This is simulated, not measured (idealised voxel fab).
The process module presented herein is designated voxel gate over fins.
Cross-section cut: width 260 nm, square cells of 5 nm.
How to read a cross-section here: the picture is a grid of square cells, written as bands going from the top down, and any band can span one or more rows of cells. Quick guide to a band line: top height, bottom height (nm) up front; then every material left to right with its width in nm. Only one material and it's marked "edge to edge"? Then it fills the band edge to edge. And "air" just means empty space. Basically, 0 is our baseline, since under it the wafer straight out of the box is all one material. The bottom band has no lower end and keeps on going down, so it looks like "0 nm and below". Width spec "30->40" -> top row of cells at first value, bottom row at second value, equal per-row change in between. "stayed the same", as given for a step, is the statement that not any cell of the cross-section underwent a change during that step. If an empty space has no open way to the top and is at least 8 cells in size, "Trapped voids" lists it, written width x height at distance, where distance is measured from the left edge and every value is in nm. What comes after the settings on a step's line is commentary from the simulator itself on that step. For masked steps, "overlay nm" on the step line gives how far right of plan the mask actually lay; a minus sign means it lay to the left.

The steps planned for the process are as follows
1,RECEIVE,material Si
2,CONFORMAL_DEP,material SiN,thk nm 5
3,DIRECTIONAL_DEP,material aC,thk nm 15
4,PATTERN,tone cover,mask id FINS,material resist,width nm 15,pitch nm 40,thk nm 30,overlay nm 0
5,DIRECTIONAL_ETCH,etch materials aC,depth nm 15
6,STRIP,etch materials resist
7,DIRECTIONAL_ETCH,etch materials SiN,depth nm 5
8,DIRECTIONAL_ETCH,etch materials Si,depth nm 35
9,STRIP,etch materials aC
10,OXIDIZE,depth nm 5
11,FILL_DEP,material SiO2,thk nm 10
12,CMP,height nm 5
13,SELECTIVE_ETCH,etch materials SiO2,depth nm 15
14,STRIP,etch materials SiN
15,CONFORMAL_DEP,material HfO2,thk nm 5
16,CONFORMAL_DEP,material TiN,thk nm 5
17,FILL_DEP,material W,thk nm 15
18,CMP,height nm 20
19,CONFORMAL_DEP,material SiCN,thk nm 10

Cross-sectional view of the wafer in its as-received condition, corresponding to the state after step 1
0 nm and below: Si edge to edge
Trapped voids: none

End state of the module in cross-section, given the above starting point and plan and one mistake in execution
30 nm to 20 nm: SiCN edge to edge
20 nm to 10 nm: W edge to edge
10 nm to 5 nm: 65 TiN, 5 W, 35 TiN, 5 W, 35 TiN, 5 W, 35 TiN, 5 W, 70 TiN
5 nm to 0 nm: 60 HfO2, 5 TiN, 5 W, 5 TiN, 25 HfO2, 5 TiN, 5 W, 5 TiN, 25 HfO2, 5 TiN, 5 W, 5 TiN, 25 HfO2, 5 TiN, 5 W, 5 TiN, 65 HfO2
0 nm to -5 nm: 55 Si, 5 HfO2, 15 TiN, 5 HfO2, 15 Si, 5 HfO2, 15 TiN, 5 HfO2, 15 Si, 5 HfO2, 15 TiN, 5 HfO2, 15 Si, 5 HfO2, 15 TiN, 5 HfO2, 60 Si
-5 nm to -10 nm: 55 Si, 25 HfO2, 15 Si, 25 HfO2, 15 Si, 25 HfO2, 15 Si, 25 HfO2, 60 Si
-10 nm to -40 nm: 55 Si, 25 SiO2, 15 Si, 25 SiO2, 15 Si, 25 SiO2, 15 Si, 25 SiO2, 60 Si
-40 nm and below: Si edge to edge
Trapped voids: none
Heads up, the wafer didn't run the way we planned it: for step 4, the planned setting was not used; the step was instead run as PATTERN,tone open,mask id FINS,material resist,width nm 15,pitch nm 40,thk nm 30,overlay nm 0
